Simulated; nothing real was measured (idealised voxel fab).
The following process module bears the name voxel capacitor over wiring.
Square cell edge 5 nm, section width 220 nm, ID cut.
Think of the cross-section as a grid of square cells. We describe it in bands, top to bottom, and each band covers one or more rows of those cells.
Top, bottom (nm), then materials left to right with widths (nm); lone material tagged "everywhere" fills the whole band edge to edge; "air" = empty space.
Heights are reckoned from 0. Under this level, the received wafer is all of one material. The bottommost band is open-ended downward, for example "from 0 down".
Graded width ("30 to 40"): value in top row of band = first number; value in bottom row = second number; row-to-row change constant.
It should be understood that the words "nothing different", when stated for a given step, signify that the cross-section underwent no change in any of its cells during that step.
In "Completely enclosed voids" the enclosed voids are listed, meaning empty spaces of 8 cells or larger without any opening to the top. The form is width x height at distance, distance from the left edge, units nm.
Read whatever lies past the settings on a step's line as the simulator's own remark about the step.
overlay nm: mask right of planned place by this much (step with mask). Neg. = left.
### Process steps foreseen in the plan
- 1: RECEIVE,material Si
- 2: CONFORMAL_DEP,material SiO2,thk nm 10
- 3: DIRECTIONAL_DEP,material TiN,thk nm 5
- 4: DIRECTIONAL_DEP,material Ru,thk nm 15
- 5: DIRECTIONAL_DEP,material aC,thk nm 15
- 6: PATTERN,tone cover,mask id METAL_1,material resist,width nm 30,pitch nm 90,thk nm 35,overlay nm 0
- 7: DIRECTIONAL_ETCH,etch materials aC,depth nm 15
- 8: STRIP,etch materials resist
- 9: DIRECTIONAL_ETCH,etch materials Ru,depth nm 15
- 10: DIRECTIONAL_ETCH,etch materials TiN,depth nm 5
- 11: STRIP,etch materials aC
- 12: CONFORMAL_DEP,material SiN,thk nm 5
- 13: FILL_DEP,material lowk,thk nm 5
- 14: CMP,height nm 30
- 15: CONFORMAL_DEP,material SiCN,thk nm 5
- 16: DIRECTIONAL_DEP,material SiO2,thk nm 10
- 17: PATTERN,tone open,mask id PLUG_1,material resist,width nm 15,thk nm 15,overlay nm 0
- 18: DIRECTIONAL_ETCH,etch materials SiO2,depth nm 10
- 19: DIRECTIONAL_ETCH,etch materials SiCN,depth nm 5
- 20: STRIP,etch materials resist
- 21: CONFORMAL_DEP,material TiN,thk nm 5
- 22: FILL_DEP,material Cu,thk nm 5
- 23: CMP,height nm 45
- 24: DIRECTIONAL_DEP,material TiN,thk nm 10
- 25: DIRECTIONAL_DEP,material SiN,thk nm 5
- 26: DIRECTIONAL_DEP,material TiN,thk nm 5
- 27: MASKED_ETCH,tone cover,mask id UPPER_PLATE,width nm 65,etch materials TiN,depth nm 5,overlay nm 0
- 28: MASKED_ETCH,tone cover,mask id UPPER_PLATE,width nm 65,etch materials SiN,depth nm 5,overlay nm 0
- 29: DIRECTIONAL_DEP,material aC,thk nm 15
- 30: PATTERN,tone cover,mask id LOWER_PLATE,material resist,width nm 75,thk nm 35,overlay nm 0
- 31: DIRECTIONAL_ETCH,etch materials aC,depth nm 15
- 32: STRIP,etch materials resist
- 33: DIRECTIONAL_ETCH,etch materials TiN,depth nm 10
- 34: STRIP,etch materials aC
- 35: FILL_DEP,material SiO2,thk nm 15
- 36: CMP,height nm 75
- 37: MASKED_ETCH,tone open,mask id PLUG_2,width nm 15,etch materials SiO2,depth nm 10,overlay nm 0
- 38: CONFORMAL_DEP,material TiN,thk nm 5
- 39: FILL_DEP,material Ru,thk nm 5
- 40: CMP,height nm 75
- 41: CONFORMAL_DEP,material SiCN,thk nm 5
### Cross-section of the incoming wafer, state after step 1
  from 0 down  Si everywhere
  Completely enclosed voids: none
### As-planned run: cross-section of the first of two wafers at end of module
  from 80 to 75  SiCN everywhere
  from 75 to 70  75 of SiO2; 5 of TiN; 5 of Ru; 5 of TiN; 130 of SiO2
  from 70 to 60  75 to 65 of SiO2; 15 to 65 of TiN; 130 to 90 of SiO2
  from 60 to 55  65 of SiO2; 65 of SiN; 90 of SiO2
  from 55 to 45  60 of SiO2; 75 of TiN; 85 of SiO2
  from 45 to 35  65 of SiO2; 5 of TiN; 5 of Cu; 5 of TiN; 140 of SiO2
  from 35 to 30  65 of SiCN; 15 of TiN; 140 of SiCN
  from 30 to 15  45 of lowk; 5 of SiN; 30 of Ru; 5 of SiN; 50 of lowk; 5 of SiN; 30 of Ru; 5 of SiN; 45 of lowk
  from 15 to 10  50 of SiN; 30 of TiN; 60 of SiN; 30 of TiN; 50 of SiN
  from 10 to 0  SiO2 everywhere
  from 0 down  Si everywhere
  Completely enclosed voids: none
### This cross-section belongs to the second wafer of two at the end of the module; the start and the plan were shared with the first, and the run included one mistake
  from 80 to 75  SiCN everywhere
  from 75 to 70  70 of Ru; 5 of TiN; 15 of SiO2; 5 of TiN; 125 of Ru
  from 70 to 65  75 of TiN; 15 of SiO2; 130 of TiN
  from 65 to 60  65 of SiO2; 65 of TiN; 90 of SiO2
  from 60 to 55  65 of SiO2; 65 of SiN; 90 of SiO2
  from 55 to 45  60 of SiO2; 75 of TiN; 85 of SiO2
  from 45 to 35  65 of SiO2; 5 of TiN; 5 of Cu; 5 of TiN; 140 of SiO2
  from 35 to 30  65 of SiCN; 15 of TiN; 140 of SiCN
  from 30 to 15  45 of lowk; 5 of SiN; 30 of Ru; 5 of SiN; 50 of lowk; 5 of SiN; 30 of Ru; 5 of SiN; 45 of lowk
  from 15 to 10  50 of SiN; 30 of TiN; 60 of SiN; 30 of TiN; 50 of SiN
  from 10 to 0  SiO2 everywhere
  from 0 down  Si everywhere
  Completely enclosed voids: none
Nonconformance to the process plan: step 37 ran differently from the plan; actual operation with settings: MASKED_ETCH,tone cover,mask id PLUG_2,width nm 15,etch materials SiO2,depth nm 10,overlay nm 0
Per the end-of-run cell counts, the second wafer holds more or fewer of some materials than the first: Ru +38, SiO2 -76, TiN +38
